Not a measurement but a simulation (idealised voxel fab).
Process module in this document: voxel double patterning
Cross-section cut: width 245 nm, square cells of 5 nm.
A cross-section is written here as square cells arranged in a grid, and it is given in bands from the top down, each band taking up one or more rows of cells.
Basically the band line says how high the top is and how high the bottom is, in nm, and then what's in it from left to right, every material with its width in nm. Empty space shows up as "empty", and if a single material carries "throughout" it runs the full band edge to edge.
The level at which height equals 0 is the one under which the wafer, as it arrives, is entirely one material. No lower edge exists for the bottom band, which continues downward and is notated as in "0..down".
When a width is written as two numbers, as in "30->40", the first number is the width in the top row of cells of the band and the second is the width in its bottom row, and the width changes by the same amount from each row to the next.
"no modification" for a step: no cell of the cross-section changed in that step.
In "Voids, enclosed" the enclosed voids are listed, meaning empty spaces of 8 cells or larger without any opening to the top. The form is width x height at distance, distance from the left edge, units nm.
Heads up: the bit after the settings on a step's line is the simulator's remark on that step.
The setting "overlay nm" may be written on the line of a step. When the step uses a mask, the value reports how far to the right of the planned place the mask lay, and a negative value reports that it lay to the left.
**These are the steps we planned for the process**
- 1: RECEIVE, material Si
- 2: CONFORMAL_DEP, material SiO2, thk nm 10
- 3: DIRECTIONAL_DEP, material W, thk nm 20
- 4: DIRECTIONAL_DEP, material SiCN, thk nm 10
- 5: MASKED_ETCH, tone open, mask id FIRST, width nm 15, pitch nm 50, etch materials SiCN, depth nm 10, overlay nm -15
- 6: MASKED_ETCH, tone open, mask id SECOND, width nm 15, etch materials SiCN, depth nm 10, overlay nm 0
- 7: DIRECTIONAL_ETCH, etch materials W, depth nm 20
- 8: STRIP, etch materials SiCN
Every wafer here starts from the same state; it is the step 5 overlay nm that distinguishes them, and the value the plan gives belongs to the first wafer.
**Cross-section of the first of several wafers on receipt, reflecting completion of step 1**
	0..down: Si throughout
	Voids, enclosed: none
**Post step 8, the closing step of the module: first of several wafers, cross-sectioned**
	30..10: 75 of W, then 15 of empty, then 25 of W, then 25 of empty, then 105 of W
	10..0: SiO2 throughout
	0..down: Si throughout
	Voids, enclosed: none
**End of module: cross-section, last of several wafers**
	30..10: 105 of W, then 25 of empty, then 25 of W, then 15 of empty, then 75 of W
	10..0: SiO2 throughout
	0..down: Si throughout
	Voids, enclosed: none
**Heads up, this table goes wafer by wafer. A row tells you, at the end of the module, how many cells of each material that wafer has put on (+) or dropped (-) since it was received, and then its closed voids**
overlay nm -15 | +98 SiO2 | +164 W | Voids, enclosed: none
overlay nm -10 | +98 SiO2 | +160 W | Voids, enclosed: none
overlay nm -5 | +98 SiO2 | +160 W | Voids, enclosed: none
overlay nm 0 | +98 SiO2 | +160 W | Voids, enclosed: none
overlay nm 5 | +98 SiO2 | +160 W | Voids, enclosed: none
overlay nm 10 | +98 SiO2 | +160 W | Voids, enclosed: none
overlay nm 15 | +98 SiO2 | +164 W | Voids, enclosed: none
